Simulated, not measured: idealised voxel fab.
Module name: voxel plated lines (process module)
Square cell edge 5 nm, section width 190 nm, ID cut.
Cross-section spec: square-cell grid; bands listed top down; each band is one or more rows. Basically the band line says how high the top is and how high the bottom is, in nm, and then what's in it from left to right, every material with its width in nm. Empty space shows up as "blank", and if a single material carries "edge to edge" it runs the full band edge to edge. Counting heights begins at 0, where everything beneath is, in the wafer as received, one material. The lowest band has no bottom; it goes on downwards, as "0..down" shows. You'd read "30 to 40" like this: the band's top row of cells is as wide as the first number, its bottom row is as wide as the second, and going down, every row changes width by the same amount as the row before did. "no alteration" means the step left every cell of the cross-section as it was. Heads up: "Closed cavities" only lists the empty pockets with no open path to the top that are 8 cells or more, and it writes them as width x height at distance, distance from the left edge, in nm. That trailing text on a step's line, after the settings, is the simulator's own remark on the step. overlay nm: where the mask lay relative to plan, measured to the right, on steps with a mask; negatives go left.
# Process steps - plan
1: RECEIVE with material Si
2: CONFORMAL_DEP with material Al2O3, thk nm 5
3: DIRECTIONAL_DEP with material TiN, thk nm 5
4: PATTERN with tone open, mask id LINES, material resist, width nm 20, pitch nm 35, thk nm 15, overlay nm 0
5: EPI with material Ru, thk nm 5
6: STRIP with etch materials resist
7: DIRECTIONAL_ETCH with etch materials TiN, depth nm 5
8: CONFORMAL_DEP with material SiN, thk nm 10
# Received-state cross-section, reflecting completion of step 1
0..down  Si edge to edge
Closed cavities: none
# Sectioned view, first of two wafers, at the close of the module, processed as intended in the plan
25..15  blank: 20; SiN: 145; blank: 25
15..10  SiN: 30; Ru: 20; SiN: 15; Ru: 20; SiN: 15; Ru: 20; SiN: 15; Ru: 20; SiN: 35
10..5  SiN: 30; TiN: 20; SiN: 15; TiN: 20; SiN: 15; TiN: 20; SiN: 15; TiN: 20; SiN: 35
5..0  Al2O3 edge to edge
0..down  Si edge to edge
Closed cavities: none
# Cross-section at end of module for the second wafer of two, which matched the first in starting point and plan and differed by one mistake in its processing
15..10  blank: 30; Ru: 20; blank: 15; Ru: 20; blank: 15; Ru: 20; blank: 15; Ru: 20; blank: 35
10..5  blank: 30; TiN: 20; blank: 15; TiN: 20; blank: 15; TiN: 20; blank: 15; TiN: 20; blank: 35
5..0  Al2O3 edge to edge
0..down  Si edge to edge
Closed cavities: none
Misprocessing identified: plan step 8 skipped
Cell-count delta at end, second wafer over first, by material: SiN -102
